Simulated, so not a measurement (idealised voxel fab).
Presented below is a process module, voxel wiring stack.
Square cells of 5 nm make up the cross-section cut, whose width is 240 nm.
Just so we're on the same page, the cross-sections are grids of square cells, and they're listed out in bands top to bottom, each band one or more rows deep.
Band: top height; bottom height; in nm. Then, left to right: material with width in nm, for each material. "throughout": a single material spanning edge to edge. "blank": empty space.
All heights in this document are referenced to 0, defined as the level beneath which the wafer, as received, consists entirely of one material. The lowest band is not bounded below; it extends indefinitely downward and is written in the form "0..down".
Think of "30 to 40" as a width that walks from the first number to the second as you go down the band, top row to bottom row, taking equal-sized steps from row to row.
No cell of the cross-section changed in a step that is given as "no modification".
You'll see "Enclosed cavities" listing empty spaces that have no way open to the top, as long as they're 8 cells or more; the notation is width x height at distance, where the distance is from the left edge, and all of it is in nm.
If you see something after the settings on a step's line, that's the simulator's own remark about that step.
overlay nm: step with mask; distance mask lay right of planned place; negative value = left of planned place.
Guide to the pairs. Each holds a before and an after cross-section around one process step; the after cross-section is cut off at the lowest band that changed. Look under the pair for the step between them and its settings. Pairs can come from different runs of this module on the same starting wafer, so a pair follows on from the one above it only where its entry headed "Ex-ante state" says it does.
### Ex-ante state
125..105 = 55 lowk / 25 blank / 25 lowk / 25 blank / 25 lowk / 25 blank / 60 lowk
105..95 = 55 lowk / 15 blank / 85 lowk / 15 blank / 70 lowk
95..90 = 55 SiCN / 15 blank / 85 SiCN / 15 blank / 70 SiCN
90..70 = 50 lowk / 5 SiCN / 25 Ru / 5 SiCN / 15 lowk / 5 SiCN / 25 Ru / 5 SiCN / 15 lowk / 5 SiCN / 25 Ru / 5 SiCN / 55 lowk
70..65 = 55 SiCN / 25 TiN / 25 SiCN / 25 TiN / 25 SiCN / 25 TiN / 60 SiCN
65..45 = 55 SiO2 / 5 TiN / 5 Cu / 5 TiN / 85 SiO2 / 5 TiN / 5 Cu / 5 TiN / 70 SiO2
45..40 = 55 SiCN / 15 TiN / 85 SiCN / 15 TiN / 70 SiCN
40..35 = 50 lowk / 35 SiCN / 15 lowk / 35 SiCN / 15 lowk / 35 SiCN / 55 lowk
35..20 = 50 lowk / 5 SiCN / 25 Ru / 5 SiCN / 15 lowk / 5 SiCN / 25 Ru / 5 SiCN / 15 lowk / 5 SiCN / 25 Ru / 5 SiCN / 55 lowk
20..15 = 55 SiCN / 25 Ru / 25 SiCN / 25 Ru / 25 SiCN / 25 Ru / 60 SiCN
15..0 = SiO2 throughout
0..down = Si throughout
Enclosed cavities: none
### State After Step
130..125 = 60 TiN / 15 blank / 35 TiN / 15 blank / 35 TiN / 15 blank / 65 TiN
125..110 = 55 lowk / 5 TiN / 15 blank / 5 TiN / 25 lowk / 5 TiN / 15 blank / 5 TiN / 25 lowk / 5 TiN / 15 blank / 5 TiN / 60 lowk
110..105 = 55 lowk / 5 TiN / 5 blank / 15 TiN / 25 lowk / 25 TiN / 25 lowk / 5 TiN / 5 blank / 15 TiN / 60 lowk
105..95 = 55 lowk / 5 TiN / 5 blank / 5 TiN / 85 lowk / 5 TiN / 5 blank / 5 TiN / 70 lowk
95..90 = 55 SiCN / 15 TiN / 85 SiCN / 15 TiN / 70 SiCN
For the remainder of the cross-section, below 90, there is no change.
Enclosed cavities: none
Step that separates the before view from the after view above: CONFORMAL_DEP,material TiN,thk nm 5
Ex-ante state: look at the pair above, its after cross-section is where this step starts.
### State After Step
135..130 = Cu throughout
130..125 = 60 TiN / 15 Cu / 35 TiN / 15 Cu / 35 TiN / 15 Cu / 65 TiN
125..110 = 55 lowk / 5 TiN / 15 Cu / 5 TiN / 25 lowk / 5 TiN / 15 Cu / 5 TiN / 25 lowk / 5 TiN / 15 Cu / 5 TiN / 60 lowk
110..105 = 55 lowk / 5 TiN / 5 Cu / 15 TiN / 25 lowk / 25 TiN / 25 lowk / 5 TiN / 5 Cu / 15 TiN / 60 lowk
105..95 = 55 lowk / 5 TiN / 5 Cu / 5 TiN / 85 lowk / 5 TiN / 5 Cu / 5 TiN / 70 lowk
For the remainder of the cross-section, below 95, there is no change.
Enclosed cavities: none
Step that separates the before view from the after view above: FILL_DEP,material Cu,thk nm 5
Ex-ante state: look at the pair above, its after cross-section is where this step starts.
### State After Step
125..110 = 55 lowk / 5 TiN / 15 Cu / 5 TiN / 25 lowk / 5 TiN / 15 Cu / 5 TiN / 25 lowk / 5 TiN / 15 Cu / 5 TiN / 60 lowk
For the remainder of the cross-section, below 110, there is no change.
Enclosed cavities: none
Step that separates the before view from the after view above: CMP,height nm 125
Ex-ante state: look at the pair above, its after cross-section is where this step starts.
### State After Step
130..125 = SiCN throughout
For the remainder of the cross-section, below 125, there is no change.
Enclosed cavities: none
Step that separates the before view from the after view above: CONFORMAL_DEP,material SiCN,thk nm 5
### Ex-ante state
15..0 = SiO2 throughout
0..down = Si throughout
Enclosed cavities: none
### State After Step
30..0 = SiO2 throughout
For the remainder of the cross-section, below 0, there is no change.
Enclosed cavities: none
Step that separates the before view from the after view above: CONFORMAL_DEP,material SiO2,thk nm 15
Ex-ante state: look at the pair above, its after cross-section is where this step starts.
### State After Step
35..30 = TiN throughout
For the remainder of the cross-section, below 30, there is no change.
Enclosed cavities: none
Step that separates the before view from the after view above: DIRECTIONAL_DEP,material TiN,thk nm 5
Ex-ante state: look at the pair above, its after cross-section is where this step starts.
### State After Step
55..35 = Ru throughout
For the remainder of the cross-section, below 35, there is no change.
Enclosed cavities: none
Step that separates the before view from the after view above: DIRECTIONAL_DEP,material Ru,thk nm 20
Ex-ante state: look at the pair above, its after cross-section is where this step starts.
### State After Step
55..35 = 55 blank / 25 Ru / 25 blank / 25 Ru / 25 blank / 25 Ru / 60 blank
For the remainder of the cross-section, below 35, there is no change.
Enclosed cavities: none
Step that separates the before view from the after view above: MASKED_ETCH,tone cover,mask id METAL_1,width nm 25,pitch nm 50,etch materials Ru,depth nm 20,overlay nm 0
Ex-ante state: look at the pair above, its after cross-section is where this step starts.
### State After Step
55..35 = 55 blank / 25 Ru / 25 blank / 25 Ru / 25 blank / 25 Ru / 60 blank
35..30 = 55 blank / 25 TiN / 25 blank / 25 TiN / 25 blank / 25 TiN / 60 blank
For the remainder of the cross-section, below 30, there is no change.
Enclosed cavities: none
Step that separates the before view from the after view above: MASKED_ETCH,tone cover,mask id METAL_1,width nm 25,pitch nm 50,etch materials TiN,depth nm 5,overlay nm 0
Ex-ante state: look at the pair above, its after cross-section is where this step starts.
### State After Step
60..55 = 50 blank / 35 SiCN / 15 blank / 35 SiCN / 15 blank / 35 SiCN / 55 blank
55..35 = 50 blank / 5 SiCN / 25 Ru / 5 SiCN / 15 blank / 5 SiCN / 25 Ru / 5 SiCN / 15 blank / 5 SiCN / 25 Ru / 5 SiCN / 55 blank
35..30 = 55 SiCN / 25 TiN / 25 SiCN / 25 TiN / 25 SiCN / 25 TiN / 60 SiCN
For the remainder of the cross-section, below 30, there is no change.
Enclosed cavities: none
Step that separates the before view from the after view above: CONFORMAL_DEP,material SiCN,thk nm 5
Ex-ante state: look at the pair above, its after cross-section is where this step starts.
### State After Step
65..60 = lowk throughout
60..55 = 50 lowk / 35 SiCN / 15 lowk / 35 SiCN / 15 lowk / 35 SiCN / 55 lowk
55..35 = 50 lowk / 5 SiCN / 25 Ru / 5 SiCN / 15 lowk / 5 SiCN / 25 Ru / 5 SiCN / 15 lowk / 5 SiCN / 25 Ru / 5 SiCN / 55 lowk
For the remainder of the cross-section, below 35, there is no change.
Enclosed cavities: none
Step that separates the before view from the after view above: FILL_DEP,material lowk,thk nm 5
Ex-ante state: look at the pair above, its after cross-section is where this step starts.
### State After Step
40..35 = 50 lowk / 5 SiCN / 25 Ru / 5 SiCN / 15 lowk / 5 SiCN / 25 Ru / 5 SiCN / 15 lowk / 5 SiCN / 25 Ru / 5 SiCN / 55 lowk
For the remainder of the cross-section, below 35, there is no change.
Enclosed cavities: none
Step that separates the before view from the after view above: CMP,height nm 40
Ex-ante state: look at the pair above, its after cross-section is where this step starts.
### State After Step
45..40 = SiCN throughout
For the remainder of the cross-section, below 40, there is no change.
Enclosed cavities: none
Step that separates the before view from the after view above: CONFORMAL_DEP,material SiCN,thk nm 5
Ex-ante state: look at the pair above, its after cross-section is where this step starts.
### State After Step
65..45 = SiO2 throughout
For the remainder of the cross-section, below 45, there is no change.
Enclosed cavities: none
Step that separates the before view from the after view above: DIRECTIONAL_DEP,material SiO2,thk nm 20
Ex-ante state: look at the pair above, its after cross-section is where this step starts.
### State After Step
80..65 = aC throughout
For the remainder of the cross-section, below 65, there is no change.
Enclosed cavities: none
Step that separates the before view from the after view above: DIRECTIONAL_DEP,material aC,thk nm 15
Ex-ante state: look at the pair above, its after cross-section is where this step starts.
### State After Step
110..80 = 55 resist / 15 blank / 85 resist / 15 blank / 70 resist
For the remainder of the cross-section, below 80, there is no change.
Enclosed cavities: none
Step that separates the before view from the after view above: PATTERN,tone open,mask id PLUG_1,material resist,width nm 15,pitch nm 100,thk nm 30,overlay nm 0
Ex-ante state: look at the pair above, its after cross-section is where this step starts.
### State After Step
95..80 = 55 resist / 15 blank / 85 resist / 15 blank / 70 resist
80..65 = 55 aC / 15 blank / 85 aC / 15 blank / 70 aC
For the remainder of the cross-section, below 65, there is no change.
Enclosed cavities: none
Step that separates the before view from the after view above: DIRECTIONAL_ETCH,etch materials aC,depth nm 15
Ex-ante state: look at the pair above, its after cross-section is where this step starts.
### State After Step
80..65 = 55 aC / 15 blank / 85 aC / 15 blank / 70 aC
For the remainder of the cross-section, below 65, there is no change.
Enclosed cavities: none
Step that separates the before view from the after view above: STRIP,etch materials resist
Ex-ante state: look at the pair above, its after cross-section is where this step starts.
### State After Step
80..65 = 55 aC / 15 blank / 85 aC / 15 blank / 70 aC
65..45 = 55 SiO2 / 15 blank / 85 SiO2 / 15 blank / 70 SiO2
For the remainder of the cross-section, below 45, there is no change.
Enclosed cavities: none
Step that separates the before view from the after view above: DIRECTIONAL_ETCH,etch materials SiO2,depth nm 20
Ex-ante state: look at the pair above, its after cross-section is where this step starts.
### State After Step
80..65 = 55 aC / 15 blank / 85 aC / 15 blank / 70 aC
65..45 = 55 SiO2 / 15 blank / 85 SiO2 / 15 blank / 70 SiO2
45..40 = 55 SiCN / 15 blank / 85 SiCN / 15 blank / 70 SiCN
For the remainder of the cross-section, below 40, there is no change.
Enclosed cavities: none
Step that separates the before view from the after view above: DIRECTIONAL_ETCH,etch materials SiCN,depth nm 5
Ex-ante state: look at the pair above, its after cross-section is where this step starts.
### State After Step
65..45 = 55 SiO2 / 15 blank / 85 SiO2 / 15 blank / 70 SiO2
For the remainder of the cross-section, below 45, there is no change.
Enclosed cavities: none
Step that separates the before view from the after view above: STRIP,etch materials aC
Ex-ante state: look at the pair above, its after cross-section is where this step starts.
### State After Step
70..65 = 60 TiN / 5 blank / 95 TiN / 5 blank / 75 TiN
65..45 = 55 SiO2 / 5 TiN / 5 blank / 5 TiN / 85 SiO2 / 5 TiN / 5 blank / 5 TiN / 70 SiO2
45..40 = 55 SiCN / 15 TiN / 85 SiCN / 15 TiN / 70 SiCN
For the remainder of the cross-section, below 40, there is no change.
Enclosed cavities: none
Step that separates the before view from the after view above: CONFORMAL_DEP,material TiN,thk nm 5
Ex-ante state: look at the pair above, its after cross-section is where this step starts.
### State After Step
75..70 = Cu throughout
70..65 = 60 TiN / 5 Cu / 95 TiN / 5 Cu / 75 TiN
65..45 = 55 SiO2 / 5 TiN / 5 Cu / 5 TiN / 85 SiO2 / 5 TiN / 5 Cu / 5 TiN / 70 SiO2
For the remainder of the cross-section, below 45, there is no change.
Enclosed cavities: none
Step that separates the before view from the after view above: FILL_DEP,material Cu,thk nm 5
Ex-ante state: look at the pair above, its after cross-section is where this step starts.
### State After Step
65..45 = 55 SiO2 / 5 TiN / 5 Cu / 5 TiN / 85 SiO2 / 5 TiN / 5 Cu / 5 TiN / 70 SiO2
For the remainder of the cross-section, below 45, there is no change.
Enclosed cavities: none
Step that separates the before view from the after view above: CMP,height nm 65
Ex-ante state: look at the pair above, its after cross-section is where this step starts.
### State After Step
70..65 = TiN throughout
For the remainder of the cross-section, below 65, there is no change.
Enclosed cavities: none
Step that separates the before view from the after view above: DIRECTIONAL_DEP,material TiN,thk nm 5
Ex-ante state: look at the pair above, its after cross-section is where this step starts.
### State After Step
90..70 = Ru throughout
For the remainder of the cross-section, below 70, there is no change.
Enclosed cavities: none
Step that separates the before view from the after view above: DIRECTIONAL_DEP,material Ru,thk nm 20
Ex-ante state: look at the pair above, its after cross-section is where this step starts.
### State After Step
90..70 = 55 blank / 25 Ru / 25 blank / 25 Ru / 25 blank / 25 Ru / 60 blank
For the remainder of the cross-section, below 70, there is no change.
Enclosed cavities: none
Step that separates the before view from the after view above: MASKED_ETCH,tone cover,mask id METAL_2,width nm 25,pitch nm 50,etch materials Ru,depth nm 20,overlay nm 0
Ex-ante state: look at the pair above, its after cross-section is where this step starts.
### State After Step
90..70 = 55 blank / 25 Ru / 25 blank / 25 Ru / 25 blank / 25 Ru / 60 blank
70..65 = 55 blank / 25 TiN / 25 blank / 25 TiN / 25 blank / 25 TiN / 60 blank
For the remainder of the cross-section, below 65, there is no change.
Enclosed cavities: none
Step that separates the before view from the after view above: MASKED_ETCH,tone cover,mask id METAL_2,width nm 25,pitch nm 50,etch materials TiN,depth nm 5,overlay nm 0
Ex-ante state: look at the pair above, its after cross-section is where this step starts.
### State After Step
95..90 = 50 blank / 35 SiCN / 15 blank / 35 SiCN / 15 blank / 35 SiCN / 55 blank
90..70 = 50 blank / 5 SiCN / 25 Ru / 5 SiCN / 15 blank / 5 SiCN / 25 Ru / 5 SiCN / 15 blank / 5 SiCN / 25 Ru / 5 SiCN / 55 blank
70..65 = 55 SiCN / 25 TiN / 25 SiCN / 25 TiN / 25 SiCN / 25 TiN / 60 SiCN
For the remainder of the cross-section, below 65, there is no change.
Enclosed cavities: none
Step that separates the before view from the after view above: CONFORMAL_DEP,material SiCN,thk nm 5
Ex-ante state: look at the pair above, its after cross-section is where this step starts.
### State After Step
105..95 = lowk throughout
95..90 = 50 lowk / 35 SiCN / 15 lowk / 35 SiCN / 15 lowk / 35 SiCN / 55 lowk
90..70 = 50 lowk / 5 SiCN / 25 Ru / 5 SiCN / 15 lowk / 5 SiCN / 25 Ru / 5 SiCN / 15 lowk / 5 SiCN / 25 Ru / 5 SiCN / 55 lowk
For the remainder of the cross-section, below 70, there is no change.
Enclosed cavities: none
Step that separates the before view from the after view above: FILL_DEP,material lowk,thk nm 10
Ex-ante state: look at the pair above, its after cross-section is where this step starts.
### State After Step
90..70 = 50 lowk / 5 SiCN / 25 Ru / 5 SiCN / 15 lowk / 5 SiCN / 25 Ru / 5 SiCN / 15 lowk / 5 SiCN / 25 Ru / 5 SiCN / 55 lowk
For the remainder of the cross-section, below 70, there is no change.
Enclosed cavities: none
Step that separates the before view from the after view above: CMP,height nm 90
Ex-ante state: look at the pair above, its after cross-section is where this step starts.
### State After Step
95..90 = SiCN throughout
For the remainder of the cross-section, below 90, there is no change.
Enclosed cavities: none
Step that separates the before view from the after view above: CONFORMAL_DEP,material SiCN,thk nm 5
Ex-ante state: look at the pair above, its after cross-section is where this step starts.
### State After Step
125..95 = lowk throughout
For the remainder of the cross-section, below 95, there is no change.
Enclosed cavities: none
Step that separates the before view from the after view above: DIRECTIONAL_DEP,material lowk,thk nm 30
Ex-ante state: look at the pair above, its after cross-section is where this step starts.
### State After Step
140..125 = aC throughout
For the remainder of the cross-section, below 125, there is no change.
Enclosed cavities: none
Step that separates the before view from the after view above: DIRECTIONAL_DEP,material aC,thk nm 15
Ex-ante state: look at the pair above, its after cross-section is where this step starts.
### State After Step
175..140 = 55 resist / 25 blank / 25 resist / 25 blank / 25 resist / 25 blank / 60 resist
For the remainder of the cross-section, below 140, there is no change.
Enclosed cavities: none
Step that separates the before view from the after view above: PATTERN,tone open,mask id METAL_3,material resist,width nm 25,pitch nm 50,thk nm 35,overlay nm 0
Ex-ante state: look at the pair above, its after cross-section is where this step starts.
### State After Step
160..140 = 55 resist / 25 blank / 25 resist / 25 blank / 25 resist / 25 blank / 60 resist
140..125 = 55 aC / 25 blank / 25 aC / 25 blank / 25 aC / 25 blank / 60 aC
For the remainder of the cross-section, below 125, there is no change.
Enclosed cavities: none
Step that separates the before view from the after view above: DIRECTIONAL_ETCH,etch materials aC,depth nm 15
Ex-ante state: look at the pair above, its after cross-section is where this step starts.
### State After Step
140..125 = 55 aC / 25 blank / 25 aC / 25 blank / 25 aC / 25 blank / 60 aC
For the remainder of the cross-section, below 125, there is no change.
Enclosed cavities: none
Step that separates the before view from the after view above: STRIP,etch materials resist
Ex-ante state: look at the pair above, its after cross-section is where this step starts.
### State After Step
140..125 = 55 aC / 25 blank / 25 aC / 25 blank / 25 aC / 25 blank / 60 aC
125..105 = 55 lowk / 25 blank / 25 lowk / 25 blank / 25 lowk / 25 blank / 60 lowk
For the remainder of the cross-section, below 105, there is no change.
Enclosed cavities: none
Step that separates the before view from the after view above: DIRECTIONAL_ETCH,etch materials lowk,depth nm 20
Ex-ante state: look at the pair above, its after cross-section is where this step starts.
### State After Step
125..105 = 55 lowk / 25 blank / 25 lowk / 25 blank / 25 lowk / 25 blank / 60 lowk
For the remainder of the cross-section, below 105, there is no change.
Enclosed cavities: none
Step that separates the before view from the after view above: STRIP,etch materials aC
Ex-ante state: look at the pair above, its after cross-section is where this step starts.
### State After Step
125..105 = 55 lowk / 25 blank / 25 lowk / 25 blank / 25 lowk / 25 blank / 60 lowk
105..95 = 55 lowk / 15 blank / 85 lowk / 15 blank / 70 lowk
For the remainder of the cross-section, below 95, there is no change.
Enclosed cavities: none
Step that separates the before view from the after view above: MASKED_ETCH,tone open,mask id METAL_3_HOLES,width nm 15,pitch nm 100,etch materials lowk,depth nm 10,overlay nm 0
Ex-ante state: look at the pair above, its after cross-section is where this step starts.
### State After Step
125..105 = 55 lowk / 25 blank / 25 lowk / 25 blank / 25 lowk / 25 blank / 60 lowk
105..95 = 55 lowk / 15 blank / 85 lowk / 15 blank / 70 lowk
95..90 = 55 SiCN / 15 blank / 85 SiCN / 15 blank / 70 SiCN
For the remainder of the cross-section, below 90, there is no change.
Enclosed cavities: none
Step that separates the before view from the after view above: MASKED_ETCH,tone open,mask id METAL_3_HOLES,width nm 15,pitch nm 100,etch materials SiCN,depth nm 5,overlay nm 0
Ex-ante state: look at the pair above, its after cross-section is where this step starts.
### State After Step
130..125 = 60 TiN / 15 blank / 35 TiN / 15 blank / 35 TiN / 15 blank / 65 TiN
125..110 = 55 lowk / 5 TiN / 15 blank / 5 TiN / 25 lowk / 5 TiN / 15 blank / 5 TiN / 25 lowk / 5 TiN / 15 blank / 5 TiN / 60 lowk
110..105 = 55 lowk / 5 TiN / 5 blank / 15 TiN / 25 lowk / 25 TiN / 25 lowk / 5 TiN / 5 blank / 15 TiN / 60 lowk
105..95 = 55 lowk / 5 TiN / 5 blank / 5 TiN / 85 lowk / 5 TiN / 5 blank / 5 TiN / 70 lowk
95..90 = 55 SiCN / 15 TiN / 85 SiCN / 15 TiN / 70 SiCN
For the remainder of the cross-section, below 90, there is no change.
Enclosed cavities: none
Step that separates the before view from the after view above: CONFORMAL_DEP,material TiN,thk nm 5
Ex-ante state: look at the pair above, its after cross-section is where this step starts.
### State After Step
135..130 = Cu throughout
130..125 = 60 TiN / 15 Cu / 35 TiN / 15 Cu / 35 TiN / 15 Cu / 65 TiN
125..110 = 55 lowk / 5 TiN / 15 Cu / 5 TiN / 25 lowk / 5 TiN / 15 Cu / 5 TiN / 25 lowk / 5 TiN / 15 Cu / 5 TiN / 60 lowk
110..105 = 55 lowk / 5 TiN / 5 Cu / 15 TiN / 25 lowk / 25 TiN / 25 lowk / 5 TiN / 5 Cu / 15 TiN / 60 lowk
105..95 = 55 lowk / 5 TiN / 5 Cu / 5 TiN / 85 lowk / 5 TiN / 5 Cu / 5 TiN / 70 lowk
For the remainder of the cross-section, below 95, there is no change.
Enclosed cavities: none
Step that separates the before view from the after view above: FILL_DEP,material Cu,thk nm 5
Ex-ante state: look at the pair above, its after cross-section is where this step starts.
### State After Step
125..110 = 55 lowk / 5 TiN / 15 Cu / 5 TiN / 25 lowk / 5 TiN / 15 Cu / 5 TiN / 25 lowk / 5 TiN / 15 Cu / 5 TiN / 60 lowk
For the remainder of the cross-section, below 110, there is no change.
Enclosed cavities: none
Step that separates the before view from the after view above: CMP,height nm 125
Ex-ante state: look at the pair above, its after cross-section is where this step starts.
### State After Step
130..125 = SiCN throughout
For the remainder of the cross-section, below 125, there is no change.
Enclosed cavities: none
Step that separates the before view from the after view above: CONFORMAL_DEP,material SiCN,thk nm 5
### Ex-ante state
0..down = Si throughout
Enclosed cavities: none
### State After Step
5..0 = TiN throughout
For the remainder of the cross-section, below 0, there is no change.
Enclosed cavities: none
Step that separates the before view from the after view above: DIRECTIONAL_DEP,material TiN,thk nm 5
Ex-ante state: look at the pair above, its after cross-section is where this step starts.
### State After Step
20..5 = SiO2 throughout
For the remainder of the cross-section, below 5, there is no change.
Enclosed cavities: none
Step that separates the before view from the after view above: CONFORMAL_DEP,material SiO2,thk nm 15
Ex-ante state: look at the pair above, its after cross-section is where this step starts.
### State After Step
40..20 = Ru throughout
For the remainder of the cross-section, below 20, there is no change.
Enclosed cavities: none
Step that separates the before view from the after view above: DIRECTIONAL_DEP,material Ru,thk nm 20
Ex-ante state: look at the pair above, its after cross-section is where this step starts.
### State After Step
40..20 = 55 blank / 25 Ru / 25 blank / 25 Ru / 25 blank / 25 Ru / 60 blank
For the remainder of the cross-section, below 20, there is no change.
Enclosed cavities: none
Step that separates the before view from the after view above: MASKED_ETCH,tone cover,mask id METAL_1,width nm 25,pitch nm 50,etch materials Ru,depth nm 20,overlay nm 0
Ex-ante state: look at the pair above, its after cross-section is where this step starts.
### State After Step
45..40 = 50 blank / 35 SiCN / 15 blank / 35 SiCN / 15 blank / 35 SiCN / 55 blank
40..25 = 50 blank / 5 SiCN / 25 Ru / 5 SiCN / 15 blank / 5 SiCN / 25 Ru / 5 SiCN / 15 blank / 5 SiCN / 25 Ru / 5 SiCN / 55 blank
25..20 = 55 SiCN / 25 Ru / 25 SiCN / 25 Ru / 25 SiCN / 25 Ru / 60 SiCN
For the remainder of the cross-section, below 20, there is no change.
Enclosed cavities: none
Step that separates the before view from the after view above: CONFORMAL_DEP,material SiCN,thk nm 5
Ex-ante state: look at the pair above, its after cross-section is where this step starts.
### State After Step
50..45 = lowk throughout
45..40 = 50 lowk / 35 SiCN / 15 lowk / 35 SiCN / 15 lowk / 35 SiCN / 55 lowk
40..25 = 50 lowk / 5 SiCN / 25 Ru / 5 SiCN / 15 lowk / 5 SiCN / 25 Ru / 5 SiCN / 15 lowk / 5 SiCN / 25 Ru / 5 SiCN / 55 lowk
For the remainder of the cross-section, below 25, there is no change.
Enclosed cavities: none
Step that separates the before view from the after view above: FILL_DEP,material lowk,thk nm 5
Ex-ante state: look at the pair above, its after cross-section is where this step starts.
### State After Step
40..25 = 50 lowk / 5 SiCN / 25 Ru / 5 SiCN / 15 lowk / 5 SiCN / 25 Ru / 5 SiCN / 15 lowk / 5 SiCN / 25 Ru / 5 SiCN / 55 lowk
For the remainder of the cross-section, below 25, there is no change.
Enclosed cavities: none
Step that separates the before view from the after view above: CMP,height nm 40
Ex-ante state: look at the pair above, its after cross-section is where this step starts.
### State After Step
45..40 = SiCN throughout
For the remainder of the cross-section, below 40, there is no change.
Enclosed cavities: none
Step that separates the before view from the after view above: CONFORMAL_DEP,material SiCN,thk nm 5
Ex-ante state: look at the pair above, its after cross-section is where this step starts.
### State After Step
65..45 = SiO2 throughout
For the remainder of the cross-section, below 45, there is no change.
Enclosed cavities: none
Step that separates the before view from the after view above: DIRECTIONAL_DEP,material SiO2,thk nm 20
Ex-ante state: look at the pair above, its after cross-section is where this step starts.
### State After Step
80..65 = aC throughout
For the remainder of the cross-section, below 65, there is no change.
Enclosed cavities: none
Step that separates the before view from the after view above: DIRECTIONAL_DEP,material aC,thk nm 15
Ex-ante state: look at the pair above, its after cross-section is where this step starts.
### State After Step
110..80 = 55 resist / 15 blank / 85 resist / 15 blank / 70 resist
For the remainder of the cross-section, below 80, there is no change.
Enclosed cavities: none
Step that separates the before view from the after view above: PATTERN,tone open,mask id PLUG_1,material resist,width nm 15,pitch nm 100,thk nm 30,overlay nm 0
Ex-ante state: look at the pair above, its after cross-section is where this step starts.
### State After Step
95..80 = 55 resist / 15 blank / 85 resist / 15 blank / 70 resist
80..65 = 55 aC / 15 blank / 85 aC / 15 blank / 70 aC
For the remainder of the cross-section, below 65, there is no change.
Enclosed cavities: none
Step that separates the before view from the after view above: DIRECTIONAL_ETCH,etch materials aC,depth nm 15
Ex-ante state: look at the pair above, its after cross-section is where this step starts.
### State After Step
80..65 = 55 aC / 15 blank / 85 aC / 15 blank / 70 aC
For the remainder of the cross-section, below 65, there is no change.
Enclosed cavities: none
Step that separates the before view from the after view above: STRIP,etch materials resist
Ex-ante state: look at the pair above, its after cross-section is where this step starts.
### State After Step
80..65 = 55 aC / 15 blank / 85 aC / 15 blank / 70 aC
65..45 = 55 SiO2 / 15 blank / 85 SiO2 / 15 blank / 70 SiO2
For the remainder of the cross-section, below 45, there is no change.
Enclosed cavities: none
Step that separates the before view from the after view above: DIRECTIONAL_ETCH,etch materials SiO2,depth nm 20
Ex-ante state: look at the pair above, its after cross-section is where this step starts.
### State After Step
80..65 = 55 aC / 15 blank / 85 aC / 15 blank / 70 aC
65..45 = 55 SiO2 / 15 blank / 85 SiO2 / 15 blank / 70 SiO2
45..40 = 55 SiCN / 15 blank / 85 SiCN / 15 blank / 70 SiCN
For the remainder of the cross-section, below 40, there is no change.
Enclosed cavities: none
Step that separates the before view from the after view above: DIRECTIONAL_ETCH,etch materials SiCN,depth nm 5
Ex-ante state: look at the pair above, its after cross-section is where this step starts.
### State After Step
65..45 = 55 SiO2 / 15 blank / 85 SiO2 / 15 blank / 70 SiO2
For the remainder of the cross-section, below 45, there is no change.
Enclosed cavities: none
Step that separates the before view from the after view above: STRIP,etch materials aC
Ex-ante state: look at the pair above, its after cross-section is where this step starts.
### State After Step
70..65 = 60 TiN / 5 blank / 95 TiN / 5 blank / 75 TiN
65..45 = 55 SiO2 / 5 TiN / 5 blank / 5 TiN / 85 SiO2 / 5 TiN / 5 blank / 5 TiN / 70 SiO2
45..40 = 55 SiCN / 15 TiN / 85 SiCN / 15 TiN / 70 SiCN
For the remainder of the cross-section, below 40, there is no change.
Enclosed cavities: none
Step that separates the before view from the after view above: CONFORMAL_DEP,material TiN,thk nm 5
Ex-ante state: look at the pair above, its after cross-section is where this step starts.
### State After Step
75..70 = Cu throughout
70..65 = 60 TiN / 5 Cu / 95 TiN / 5 Cu / 75 TiN
65..45 = 55 SiO2 / 5 TiN / 5 Cu / 5 TiN / 85 SiO2 / 5 TiN / 5 Cu / 5 TiN / 70 SiO2
For the remainder of the cross-section, below 45, there is no change.
Enclosed cavities: none
Step that separates the before view from the after view above: FILL_DEP,material Cu,thk nm 5
Ex-ante state: look at the pair above, its after cross-section is where this step starts.
### State After Step
65..45 = 55 SiO2 / 5 TiN / 5 Cu / 5 TiN / 85 SiO2 / 5 TiN / 5 Cu / 5 TiN / 70 SiO2
For the remainder of the cross-section, below 45, there is no change.
Enclosed cavities: none
Step that separates the before view from the after view above: CMP,height nm 65
Ex-ante state: look at the pair above, its after cross-section is where this step starts.
### State After Step
70..65 = TiN throughout
For the remainder of the cross-section, below 65, there is no change.
Enclosed cavities: none
Step that separates the before view from the after view above: DIRECTIONAL_DEP,material TiN,thk nm 5
Ex-ante state: look at the pair above, its after cross-section is where this step starts.
### State After Step
90..70 = Ru throughout
For the remainder of the cross-section, below 70, there is no change.
Enclosed cavities: none
Step that separates the before view from the after view above: DIRECTIONAL_DEP,material Ru,thk nm 20
Ex-ante state: look at the pair above, its after cross-section is where this step starts.
### State After Step
90..70 = 55 blank / 25 Ru / 25 blank / 25 Ru / 25 blank / 25 Ru / 60 blank
For the remainder of the cross-section, below 70, there is no change.
Enclosed cavities: none
Step that separates the before view from the after view above: MASKED_ETCH,tone cover,mask id METAL_2,width nm 25,pitch nm 50,etch materials Ru,depth nm 20,overlay nm 0
Ex-ante state: look at the pair above, its after cross-section is where this step starts.
### State After Step
90..70 = 55 blank / 25 Ru / 25 blank / 25 Ru / 25 blank / 25 Ru / 60 blank
70..65 = 55 blank / 25 TiN / 25 blank / 25 TiN / 25 blank / 25 TiN / 60 blank
For the remainder of the cross-section, below 65, there is no change.
Enclosed cavities: none
Step that separates the before view from the after view above: MASKED_ETCH,tone cover,mask id METAL_2,width nm 25,pitch nm 50,etch materials TiN,depth nm 5,overlay nm 0
Ex-ante state: look at the pair above, its after cross-section is where this step starts.
### State After Step
95..90 = 50 blank / 35 SiCN / 15 blank / 35 SiCN / 15 blank / 35 SiCN / 55 blank
90..70 = 50 blank / 5 SiCN / 25 Ru / 5 SiCN / 15 blank / 5 SiCN / 25 Ru / 5 SiCN / 15 blank / 5 SiCN / 25 Ru / 5 SiCN / 55 blank
70..65 = 55 SiCN / 25 TiN / 25 SiCN / 25 TiN / 25 SiCN / 25 TiN / 60 SiCN
For the remainder of the cross-section, below 65, there is no change.
Enclosed cavities: none
Step that separates the before view from the after view above: CONFORMAL_DEP,material SiCN,thk nm 5
Ex-ante state: look at the pair above, its after cross-section is where this step starts.
### State After Step
105..95 = lowk throughout
95..90 = 50 lowk / 35 SiCN / 15 lowk / 35 SiCN / 15 lowk / 35 SiCN / 55 lowk
90..70 = 50 lowk / 5 SiCN / 25 Ru / 5 SiCN / 15 lowk / 5 SiCN / 25 Ru / 5 SiCN / 15 lowk / 5 SiCN / 25 Ru / 5 SiCN / 55 lowk
For the remainder of the cross-section, below 70, there is no change.
Enclosed cavities: none
Step that separates the before view from the after view above: FILL_DEP,material lowk,thk nm 10
Ex-ante state: look at the pair above, its after cross-section is where this step starts.
### State After Step
90..70 = 50 lowk / 5 SiCN / 25 Ru / 5 SiCN / 15 lowk / 5 SiCN / 25 Ru / 5 SiCN / 15 lowk / 5 SiCN / 25 Ru / 5 SiCN / 55 lowk
For the remainder of the cross-section, below 70, there is no change.
Enclosed cavities: none
Step that separates the before view from the after view above: CMP,height nm 90
